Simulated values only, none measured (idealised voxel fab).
Process module, titled voxel self aligned vias
It is cross-section cut that appears here, measuring 235 nm in width, its square cells being 5 nm in size.
We lay out every cross-section as a grid of square cells and spell it out in bands from the top down, where one band means one or more rows of cells. For a band, the entry starts with two heights in nm, that of the top and then that of the bottom, and carries on with the band's materials in order from left to right, each alongside its width in nm; the word "full width" beside a single material means it fills the band edge to edge, and "empty" means empty space. Measure heights from 0. That's the level where, below it, the as-received wafer is all one material. The lowest band is bottomless and extends downward; write it as in "z 0 and below". Width spec "30..40" -> top row of cells at first value, bottom row at second value, equal per-row change in between. You'll sometimes find "no change" written for a step, and that's the way of saying that nowhere in the cross-section did a cell change during that step. "Enclosed cavities" lists enclosed empty spaces (at least 8 cells, no open path upward to the top), each as width x height at distance from the left edge, in nm. It should be noted that, on the line of a given step, the content following the step's settings is a remark produced by the simulator itself with respect to that step. The line of a step may include "overlay nm". On a step with a mask, this value is how far to the right of its planned place the mask lay. A negative value means the mask lay to the left.

### The steps planned for the process are as follows
1) RECEIVE, material Si
2) CONFORMAL_DEP, material SiO2, thk nm 10
3) CONFORMAL_DEP, material SiCN, thk nm 5
4) DIRECTIONAL_DEP, material SiO2, thk nm 20
5) MASKED_ETCH, tone open, mask id LINES, width nm 25, pitch nm 70, etch materials SiO2, depth nm 20, overlay nm 0
6) CONFORMAL_DEP, material TiN, thk nm 5
7) FILL_DEP, material W, thk nm 10
8) CMP, height nm 35
9) SELECTIVE_ETCH, etch materials W Ru TiN, depth nm 5
10) FILL_DEP, material SiN, thk nm 5
11) CMP, height nm 35
12) DIRECTIONAL_DEP, material SiO2, thk nm 15
13) MASKED_ETCH, tone open, mask id VIAS, width nm 45, pitch nm 70, etch materials SiO2, depth nm 15, overlay nm 0
14) MASKED_ETCH, tone open, mask id VIAS, width nm 45, pitch nm 70, etch materials SiN, depth nm 5, overlay nm 0
15) CONFORMAL_DEP, material TiN, thk nm 5
16) FILL_DEP, material W, thk nm 10
17) CMP, height nm 50
18) CONFORMAL_DEP, material SiN, thk nm 5

### Cross-sectional view of the wafer in its as-received condition, corresponding to the state after step 1
z 0 and below: Si full width
Enclosed cavities: none

### Look at the cross-section after the module: the wafer started out the way shown above and the plan was the one shown above, yet one mistake was made along the way
z 55 to 50: SiN full width
z 50 to 35: SiO2 (60); TiN (5); W (35); TiN (5); SiO2 (25); TiN (5); W (35); TiN (5); SiO2 (60)
z 35 to 30: SiN (60); TiN (45); SiN (25); TiN (45); SiN (60)
z 30 to 20: SiO2 (70); TiN (5); W (15); TiN (5); SiO2 (45); TiN (5); W (15); TiN (5); SiO2 (70)
z 20 to 15: SiO2 (70); TiN (25); SiO2 (45); TiN (25); SiO2 (70)
z 15 to 10: SiCN full width
z 10 to 0: SiO2 full width
z 0 and below: Si full width
Enclosed cavities: none
Where did the run depart from the plan? heads up, step 4 didn't go per plan, it actually ran as DIRECTIONAL_DEP, material SiO2, thk nm 15
